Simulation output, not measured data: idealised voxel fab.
Process module, titled voxel transistor to metal
Square cells of 5 nm make up the cross-section cut, whose width is 250 nm.
The cross-sections in this document take the form of a grid made of square cells. They are written out as bands, in order from top to bottom. Each band consists of one or more rows of cells.
What a band's entry tells you: where the top is and where the bottom is, as heights in nm, and after that what lies inside, material by material from left to right, each with its width in nm. Empty space is written as the word "empty", and a single material marked with the word "full width" occupies the band from edge to edge.
Beneath 0, the wafer as received is one material, and that level is where height counting begins. The lowest band goes on downward without a bottom; it is written like "0..down".
The two numbers in a width such as "30 to 40" mark its ends across the band: the first belongs to the top row of cells, the second to the bottom row, and from each row to the next the width moves by the same amount.
"no modifications", as given for a step, is the statement that not any cell of the cross-section underwent a change during that step.
The entry titled "Unvented internal voids" provides the empty spaces that have no open way to the top, restricted to those of 8 cells or more. Each is presented as width x height at distance, the distance being measured from the left edge, with all three in nm.
Formally, on a step line, whatever follows the settings is a remark that the simulator itself makes on the step.
When a step includes a mask, the "overlay nm" setting on its line states how far to the right of its planned place that mask lay, and negative values state how far to the left.

STEPS PLANNED FOR THE PROCESS
step 1: RECEIVE | material Si
step 2: OXIDIZE | depth nm 5
step 3: CONFORMAL_DEP | material SiN | thk nm 15
step 4: PATTERN | tone cover | mask id ACTIVE | material resist | width nm 100 | pitch nm 120 | thk nm 15 | overlay nm 0
step 5: DIRECTIONAL_ETCH | etch materials SiN | depth nm 15
step 6: DIRECTIONAL_ETCH | etch materials SiO2 | depth nm 5
step 7: DIRECTIONAL_ETCH | etch materials Si | depth nm 35
step 8: STRIP | etch materials resist
step 9: OXIDIZE | depth nm 5
step 10: FILL_DEP | material SiO2 | thk nm 5
step 11: CMP | height nm 15
step 12: SELECTIVE_ETCH | etch materials SiO2 | depth nm 15
step 13: STRIP | etch materials SiN
step 14: SELECTIVE_ETCH | etch materials SiO2 | depth nm 5
step 15: OXIDIZE | depth nm 5
step 16: DIRECTIONAL_DEP | material polySi | thk nm 30
step 17: DIRECTIONAL_DEP | material SiCN | thk nm 10
step 18: MASKED_ETCH | tone cover | mask id GATE | width nm 20 | pitch nm 120 | etch materials SiCN | depth nm 20 | overlay nm 0
step 19: MASKED_ETCH | tone cover | mask id GATE | width nm 20 | pitch nm 120 | etch materials polySi | depth nm 40 | overlay nm 0
step 20: CONFORMAL_DEP | material SiO2 | thk nm 5
step 21: DIRECTIONAL_ETCH | etch materials SiO2 | depth nm 5
step 22: CONFORMAL_DEP | material SiN | thk nm 5
step 23: DIRECTIONAL_ETCH | etch materials SiN | depth nm 5
step 24: DIRECTIONAL_ETCH | etch materials SiO2 | depth nm 5
step 25: DIRECTIONAL_ETCH | etch materials Si | depth nm 15
step 26: EPI | material pSi | thk nm 15
step 27: FILL_DEP | material SiO2 | thk nm 10
step 28: CMP | height nm 35
step 29: DIRECTIONAL_DEP | material SiO2 | thk nm 15
step 30: MASKED_ETCH | tone open | mask id CONTACT | width nm 20 | etch materials SiO2 | depth nm 60 | overlay nm 0
step 31: CONFORMAL_DEP | material TiN | thk nm 5
step 32: FILL_DEP | material Ru | thk nm 10
step 33: CMP | height nm 50
step 34: CONFORMAL_DEP | material SiN | thk nm 5
step 35: DIRECTIONAL_DEP | material lowk | thk nm 25
step 36: DIRECTIONAL_DEP | material aC | thk nm 10
step 37: PATTERN | tone open | mask id METAL_1 | material resist | width nm 20 | thk nm 25 | overlay nm 0
step 38: DIRECTIONAL_ETCH | etch materials aC | depth nm 10
step 39: STRIP | etch materials resist
step 40: DIRECTIONAL_ETCH | etch materials lowk | depth nm 25
step 41: DIRECTIONAL_ETCH | etch materials SiN | depth nm 5
step 42: STRIP | etch materials aC
step 43: CONFORMAL_DEP | material TiN | thk nm 5
step 44: FILL_DEP | material Cu | thk nm 5
step 45: CMP | height nm 80
step 46: CONFORMAL_DEP | material SiCN | thk nm 5
step 47: DIRECTIONAL_DEP | material lowk | thk nm 25
step 48: PATTERN | tone open | mask id METAL_2 | material resist | width nm 20 | pitch nm 120 | thk nm 20 | overlay nm 0
step 49: DIRECTIONAL_ETCH | etch materials lowk | depth nm 15
step 50: STRIP | etch materials resist
step 51: PATTERN | tone open | mask id METAL_2_HOLES | material resist | width nm 15 | pitch nm 120 | thk nm 20 | overlay nm 0
step 52: DIRECTIONAL_ETCH | etch materials lowk | depth nm 10
step 53: DIRECTIONAL_ETCH | etch materials SiCN | depth nm 5
step 54: STRIP | etch materials resist
step 55: CONFORMAL_DEP | material TiN | thk nm 5
step 56: FILL_DEP | material Cu | thk nm 10
step 57: CMP | height nm 110
step 58: CONFORMAL_DEP | material SiN | thk nm 5

WAFER CROSS-SECTION ON RECEIPT, I.E. AFTER STEP 1
	0..down  Si full width
	Unvented internal voids: none

RUN AS PLANNED - FIRST OF THE TWO WAFERS CROSS-SECTIONED AT THE END OF THE MODULE
	115..110  SiN full width
	110..100  lowk 20 / TiN 5 / Cu 10 / TiN 5 / lowk 100 / TiN 5 / Cu 10 / TiN 5 / lowk 90
	100..95  lowk 20 / TiN 5 / Cu 5 / TiN 10 / lowk 100 / TiN 5 / Cu 5 / TiN 10 / lowk 90
	95..85  lowk 20 / TiN 5 / Cu 5 / TiN 5 / lowk 105 / TiN 5 / Cu 5 / TiN 5 / lowk 95
	85..80  SiCN 20 / TiN 15 / SiCN 105 / TiN 15 / SiCN 95
	80..55  lowk 20 / TiN 5 / Cu 10 / TiN 5 / lowk 50 / TiN 5 / Cu 10 / TiN 5 / lowk 30 / TiN 5 / Cu 10 / TiN 5 / lowk 50 / TiN 5 / Cu 10 / TiN 5 / lowk 20
	55..50  SiN 20 / TiN 20 / SiN 50 / TiN 20 / SiN 30 / TiN 20 / SiN 50 / TiN 20 / SiN 20
	50..35  SiO2 20 / TiN 5 / Ru 10 / TiN 5 / SiO2 50 / TiN 5 / Ru 10 / TiN 5 / SiO2 30 / TiN 5 / Ru 10 / TiN 5 / SiO2 50 / TiN 5 / Ru 10 / TiN 5 / SiO2 20
	35..25  SiO2 20 / TiN 5 / Ru 10 / TiN 5 / SiO2 5 / SiN 5 / SiO2 5 / SiCN 20 / SiO2 5 / SiN 5 / SiO2 5 / TiN 5 / Ru 10 / TiN 5 / SiO2 30 / TiN 5 / Ru 10 / TiN 5 / SiO2 5 / SiN 5 / SiO2 5 / SiCN 20 / SiO2 5 / SiN 5 / SiO2 5 / TiN 5 / Ru 10 / TiN 5 / SiO2 20
	25..10  SiO2 20 / TiN 5 / Ru 10 / TiN 5 / SiO2 5 / SiN 5 / SiO2 5 / polySi 20 / SiO2 5 / SiN 5 / SiO2 5 / TiN 5 / Ru 10 / TiN 5 / SiO2 30 / TiN 5 / Ru 10 / TiN 5 / SiO2 5 / SiN 5 / SiO2 5 / polySi 20 / SiO2 5 / SiN 5 / SiO2 5 / TiN 5 / Ru 10 / TiN 5 / SiO2 20
	10..5  SiO2 20 / TiN 20 / SiO2 5 / SiN 5 / SiO2 5 / polySi 20 / SiO2 5 / SiN 5 / SiO2 5 / TiN 20 / SiO2 30 / TiN 20 / SiO2 5 / SiN 5 / SiO2 5 / polySi 20 / SiO2 5 / SiN 5 / SiO2 5 / TiN 20 / SiO2 20
	5..-5  SiO2 20 / TiN 10 / pSi 15 / SiN 5 / SiO2 5 / polySi 20 / SiO2 5 / SiN 5 / pSi 15 / TiN 10 / SiO2 30 / TiN 10 / pSi 15 / SiN 5 / SiO2 5 / polySi 20 / SiO2 5 / SiN 5 / pSi 15 / TiN 10 / SiO2 20
	-5..-10  SiO2 20 / TiN 10 / pSi 15 / SiO2 40 / pSi 15 / TiN 10 / SiO2 30 / TiN 10 / pSi 15 / SiO2 40 / pSi 15 / TiN 10 / SiO2 20
	-10..-25  SiO2 20 / pSi 25 / Si 40 / pSi 25 / SiO2 30 / pSi 25 / Si 40 / pSi 25 / SiO2 20
	-25..-45  SiO2 20 / Si 90 / SiO2 30 / Si 90 / SiO2 20
	-45..down  Si full width
	Unvented internal voids: none

NOW THE SECOND WAFER, CROSS-SECTIONED AT THE END OF THE MODULE. NOTHING DIFFERENT AT THE START, NOTHING DIFFERENT IN THE PLAN COMPARED WITH THE FIRST, JUST ONE MISTAKE WHEN IT WAS ACTUALLY RUN
	110..105  SiN full width
	105..95  lowk 20 / TiN 5 / Cu 10 to 5 / TiN 5 to 10 / lowk 100 / TiN 5 / Cu 10 to 5 / TiN 5 to 10 / lowk 90
	95..85  lowk 20 / TiN 5 / Cu 5 / TiN 5 / lowk 105 / TiN 5 / Cu 5 / TiN 5 / lowk 95
	85..80  SiCN 20 / TiN 15 / SiCN 105 / TiN 15 / SiCN 95
	80..55  lowk 20 / TiN 5 / Cu 10 / TiN 5 / lowk 50 / TiN 5 / Cu 10 / TiN 5 / lowk 30 / TiN 5 / Cu 10 / TiN 5 / lowk 50 / TiN 5 / Cu 10 / TiN 5 / lowk 20
	55..50  SiN 20 / TiN 20 / SiN 50 / TiN 20 / SiN 30 / TiN 20 / SiN 50 / TiN 20 / SiN 20
	50..35  SiO2 20 / TiN 5 / Ru 10 / TiN 5 / SiO2 50 / TiN 5 / Ru 10 / TiN 5 / SiO2 30 / TiN 5 / Ru 10 / TiN 5 / SiO2 50 / TiN 5 / Ru 10 / TiN 5 / SiO2 20
	35..25  SiO2 20 / TiN 5 / Ru 10 / TiN 5 / SiO2 5 / SiN 5 / SiO2 5 / SiCN 20 / SiO2 5 / SiN 5 / SiO2 5 / TiN 5 / Ru 10 / TiN 5 / SiO2 30 / TiN 5 / Ru 10 / TiN 5 / SiO2 5 / SiN 5 / SiO2 5 / SiCN 20 / SiO2 5 / SiN 5 / SiO2 5 / TiN 5 / Ru 10 / TiN 5 / SiO2 20
	25..10  SiO2 20 / TiN 5 / Ru 10 / TiN 5 / SiO2 5 / SiN 5 / SiO2 5 / polySi 20 / SiO2 5 / SiN 5 / SiO2 5 / TiN 5 / Ru 10 / TiN 5 / SiO2 30 / TiN 5 / Ru 10 / TiN 5 / SiO2 5 / SiN 5 / SiO2 5 / polySi 20 / SiO2 5 / SiN 5 / SiO2 5 / TiN 5 / Ru 10 / TiN 5 / SiO2 20
	10..5  SiO2 20 / TiN 20 / SiO2 5 / SiN 5 / SiO2 5 / polySi 20 / SiO2 5 / SiN 5 / SiO2 5 / TiN 20 / SiO2 30 / TiN 20 / SiO2 5 / SiN 5 / SiO2 5 / polySi 20 / SiO2 5 / SiN 5 / SiO2 5 / TiN 20 / SiO2 20
	5..-5  SiO2 20 / TiN 10 / pSi 15 / SiN 5 / SiO2 5 / polySi 20 / SiO2 5 / SiN 5 / pSi 15 / TiN 10 / SiO2 30 / TiN 10 / pSi 15 / SiN 5 / SiO2 5 / polySi 20 / SiO2 5 / SiN 5 / pSi 15 / TiN 10 / SiO2 20
	-5..-10  SiO2 20 / TiN 10 / pSi 15 / SiO2 40 / pSi 15 / TiN 10 / SiO2 30 / TiN 10 / pSi 15 / SiO2 40 / pSi 15 / TiN 10 / SiO2 20
	-10..-25  SiO2 20 / pSi 25 / Si 40 / pSi 25 / SiO2 30 / pSi 25 / Si 40 / pSi 25 / SiO2 20
	-25..-45  SiO2 20 / Si 90 / SiO2 30 / Si 90 / SiO2 20
	-45..down  Si full width
	Unvented internal voids: none
Heads up, the wafer didn't run the way we planned it: the process deviated at step 57: the operation and settings actually run there were CMP | height nm 105
Upon completion, the second wafer contains, in terms of cells, a greater or smaller amount of certain materials than the first wafer: -4 Cu; -4 TiN; -42 lowk
